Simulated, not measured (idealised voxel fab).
voxel spacer lines: a process module
Each square cell in cross-section cut measures 5 nm, and the section as a whole is 205 nm wide.
For the purposes of this document, a cross-section shall be understood as a grid of square cells, specified as bands listed in top-to-bottom order, each band consisting of one or more rows of cells.
Heads up on the band format: heights come first, top then bottom, in nm. After that it's the materials left to right, each with its width in nm. A single material flagged "full width" fills the whole band edge to edge, and "air" means there's empty space there.
Heights are measured from 0, the level below which the as-received wafer is all one material; the lowest band has no bottom and continues downward, written as in "top 0, no bottom".
The two numbers in a width such as "30 to 40" mark its ends across the band: the first belongs to the top row of cells, the second to the bottom row, and from each row to the next the width moves by the same amount.
"nothing changed", as given for a step, is the statement that not any cell of the cross-section underwent a change during that step.
Basically, "Voids, enclosed" tells you about the enclosed voids: empty spaces with no open way to the top, 8 cells or bigger, each written width x height at distance, where distance is from the left edge, all in nm.
Read whatever lies past the settings on a step's line as the simulator's own remark about the step.
"overlay nm" denotes, for a step that has a mask, the displacement of the mask to the right of its planned place, with negative values corresponding to the left.

**Planned step list for the process**
step 1: RECEIVE | material Si
step 2: CONFORMAL_DEP | material Al2O3 | thk nm 10
step 3: DIRECTIONAL_DEP | material W | thk nm 15
step 4: DIRECTIONAL_DEP | material aC | thk nm 20
step 5: PATTERN | tone cover | mask id MANDREL | material resist | width nm 15 | pitch nm 50 | thk nm 25 | overlay nm 0
step 6: DIRECTIONAL_ETCH | etch materials aC | depth nm 20
step 7: STRIP | etch materials resist
step 8: CONFORMAL_DEP | material SiO2 | thk nm 10
step 9: DIRECTIONAL_ETCH | etch materials SiO2 | depth nm 10
step 10: STRIP | etch materials aC
step 11: DIRECTIONAL_ETCH | etch materials W | depth nm 15
step 12: STRIP | etch materials SiO2
step 13: FILL_DEP | material SiO2 | thk nm 10
step 14: CMP | height nm 25

**Below: the first of two wafers, run as planned**

**Cross-section of the incoming wafer, state after step 1**
* top 0, no bottom: Si full width
* Voids, enclosed: none

**Presented here is a cross-section of the wafer after step 2 has been performed**
* top 10, bottom 0: Al2O3 full width
* Everything under 0 stays put, no change at all.

**Presented here is a cross-section of the wafer after step 3 has been performed**
* top 25, bottom 10: W full width
* Everything under 10 stays put, no change at all.

**Presented here is a cross-section of the wafer after step 4 has been performed**
* top 45, bottom 25: aC full width
* Everything under 25 stays put, no change at all.

**Presented here is a cross-section of the wafer after step 5 has been performed**
* top 70, bottom 45: air=70 | resist=15 | air=35 | resist=15 | air=70
* Everything under 45 stays put, no change at all.

**Presented here is a cross-section of the wafer after step 6 has been performed**
* top 50, bottom 45: air=70 | resist=15 | air=35 | resist=15 | air=70
* top 45, bottom 25: air=70 | aC=15 | air=35 | aC=15 | air=70
* Everything under 25 stays put, no change at all.

**Presented here is a cross-section of the wafer after step 7 has been performed**
* top 45, bottom 25: air=70 | aC=15 | air=35 | aC=15 | air=70
* Everything under 25 stays put, no change at all.

**Presented here is a cross-section of the wafer after step 8 has been performed**
* top 55, bottom 45: air=60 | SiO2=35 | air=15 | SiO2=35 | air=60
* top 45, bottom 35: air=60 | SiO2=10 | aC=15 | SiO2=10 | air=15 | SiO2=10 | aC=15 | SiO2=10 | air=60
* top 35, bottom 25: SiO2=70 | aC=15 | SiO2=35 | aC=15 | SiO2=70
* Everything under 25 stays put, no change at all.

**Presented here is a cross-section of the wafer after step 9 has been performed**
* top 45, bottom 25: air=60 | SiO2=10 | aC=15 | SiO2=10 | air=15 | SiO2=10 | aC=15 | SiO2=10 | air=60
* Everything under 25 stays put, no change at all.

**Presented here is a cross-section of the wafer after step 10 has been performed**
* top 45, bottom 25: air=60 | SiO2=10 | air=15 | SiO2=10 | air=15 | SiO2=10 | air=15 | SiO2=10 | air=60
* Everything under 25 stays put, no change at all.

**Presented here is a cross-section of the wafer after step 11 has been performed**
* top 45, bottom 25: air=60 | SiO2=10 | air=15 | SiO2=10 | air=15 | SiO2=10 | air=15 | SiO2=10 | air=60
* top 25, bottom 10: air=60 | W=10 | air=15 | W=10 | air=15 | W=10 | air=15 | W=10 | air=60
* Everything under 10 stays put, no change at all.

**Presented here is a cross-section of the wafer after step 12 has been performed**
* top 25, bottom 10: air=60 | W=10 | air=15 | W=10 | air=15 | W=10 | air=15 | W=10 | air=60
* Everything under 10 stays put, no change at all.

**Presented here is a cross-section of the wafer after step 13 has been performed**
* top 35, bottom 25: SiO2 full width
* top 25, bottom 10: SiO2=60 | W=10 | SiO2=15 | W=10 | SiO2=15 | W=10 | SiO2=15 | W=10 | SiO2=60
* Everything under 10 stays put, no change at all.

**Presented here is a cross-section of the wafer after step 14 has been performed**
* top 25, bottom 10: SiO2=60 | W=10 | SiO2=15 | W=10 | SiO2=15 | W=10 | SiO2=15 | W=10 | SiO2=60
* Everything under 10 stays put, no change at all.

**Second wafer - shared start and plan with the first - one error in running - same as the first up to step 10 inclusive**

**Cross-section of the second wafer at the time by which step 11 should have been completed according to the plan**
* top 45, bottom 25: air=60 | SiO2=10 | air=15 | SiO2=10 | air=15 | SiO2=10 | air=15 | SiO2=10 | air=60
* top 25, bottom 10: air=60 | W=10 | air=15 | W=10 | air=15 | W=10 | air=15 | W=10 | air=60
* Everything under 10 stays put, no change at all.

**Cross-section of the second wafer at the time by which step 12 should have been completed according to the plan**
* top 25, bottom 10: air=60 | W=10 | air=15 | W=10 | air=15 | W=10 | air=15 | W=10 | air=60
* Everything under 10 stays put, no change at all.

**Cross-section of the second wafer at the time by which step 13 should have been completed according to the plan**
* top 35, bottom 25: SiO2 full width
* top 25, bottom 10: SiO2=60 | W=10 | SiO2=15 | W=10 | SiO2=15 | W=10 | SiO2=15 | W=10 | SiO2=60
* Everything under 10 stays put, no change at all.

**Cross-section of the second wafer at the time by which step 14 should have been completed according to the plan**
* top 25, bottom 10: SiO2=60 | W=10 | SiO2=15 | W=10 | SiO2=15 | W=10 | SiO2=15 | W=10 | SiO2=60
* Everything under 10 stays put, no change at all.
Short version of what went wrong: yeah, plan step 11 got run twice
Final cross-sections of the two wafers are identical, so the mistake has no effect on what this model computes.
